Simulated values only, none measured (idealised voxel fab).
process module | voxel self aligned vias
cross-section cut | 160 nm wide | cells 5 nm
A cross-section is a grid of square cells, given in bands from the top down. A band is one or more rows of cells.
Each band's line starts with the height of the band's top and of its bottom, in nm. Then come its materials from left to right, each with its width in nm. One material with "throughout" fills the band from edge to edge. "air" is empty space.
Height 0 is the level under which the wafer as received is all one material. The lowest band goes on downwards, as in "0 down".
A width such as "30 to 40" changes by the same amount from each row of cells to the next, from the band's top row to its bottom row.
"no change" after a step means that no cell of the cross-section changed.
closed voids: empty space of 8 cells or more with no open way to the top, each as width x height at its distance from the left edge, in nm
after a step's settings: what the simulator itself notes on the step
overlay nm, on a step with a mask: how far to the right of its planned place the mask lay; to the left if negative
plan
1 op RECEIVE | material Si
2 op CONFORMAL_DEP | material SiO2 | thk nm 15
3 op CONFORMAL_DEP | material SiCN | thk nm 5
4 op DIRECTIONAL_DEP | material SiO2 | thk nm 25
5 op MASKED_ETCH | tone open | mask id LINES | width nm 25 | pitch nm 50 | etch materials SiO2 | depth nm 25 | overlay nm 0
6 op CONFORMAL_DEP | material TiN | thk nm 5
7 op FILL_DEP | material Ru | thk nm 10
8 op CMP | height nm 45
9 op SELECTIVE_ETCH | etch materials W Ru TiN | depth nm 10
10 op FILL_DEP | material SiN | thk nm 5
11 op CMP | height nm 45
12 op DIRECTIONAL_DEP | material SiO2 | thk nm 20
13 op PATTERN | tone open | mask id VIAS | material resist | width nm 35 | pitch nm 50 | thk nm 20 | overlay nm 0
14 op DIRECTIONAL_ETCH | etch materials SiO2 | depth nm 20
15 op DIRECTIONAL_ETCH | etch materials SiN | depth nm 10
16 op STRIP | etch materials resist
17 op CONFORMAL_DEP | material TiN | thk nm 5
18 op FILL_DEP | material W | thk nm 10
19 op CMP | height nm 65
20 op CONFORMAL_DEP | material SiCN | thk nm 5
as received, after step 1
  0 down: Si throughout
  closed voids: none
first wafer at the end, as planned
  70 to 65: SiCN throughout
  65 to 50: SiO2 35 | TiN 5 | W 25 | TiN 5 | SiO2 15 | TiN 5 | W 25 | TiN 5 | SiO2 40
  50 to 40: SiO2 35 to 40 | TiN 10 to 5 | W 15 | TiN 10 to 5 | SiO2 15 to 25 | TiN 10 to 5 | W 15 | TiN 10 to 5 | SiO2 40 to 45
  40 to 35: SiO2 40 | TiN 25 | SiO2 25 | TiN 25 | SiO2 45
  35 to 25: SiO2 40 | TiN 5 | Ru 15 | TiN 5 | SiO2 25 | TiN 5 | Ru 15 | TiN 5 | SiO2 45
  25 to 20: SiO2 40 | TiN 25 | SiO2 25 | TiN 25 | SiO2 45
  20 to 15: SiCN throughout
  15 to 0: SiO2 throughout
  0 down: Si throughout
  closed voids: none
second wafer at the end: like start, like plan, one mistake
  70 to 65: SiCN throughout
  65 to 45: Ru throughout
  45 to 35: SiO2 40 | SiN 25 | SiO2 25 | SiN 25 | SiO2 45
  35 to 25: SiO2 40 | TiN 5 | Ru 15 | TiN 5 | SiO2 25 | TiN 5 | Ru 15 | TiN 5 | SiO2 45
  25 to 20: SiO2 40 | TiN 25 | SiO2 25 | TiN 25 | SiO2 45
  20 to 15: SiCN throughout
  15 to 0: SiO2 throughout
  0 down: Si throughout
  closed voids: none
what went wrong: step 12 ran as: op DIRECTIONAL_DEP | material Ru | thk nm 20
at the end the second wafer has, in cells: 128 more of Ru | 20 more of SiN | 72 fewer of SiO2 | 34 fewer of TiN | 42 fewer of W
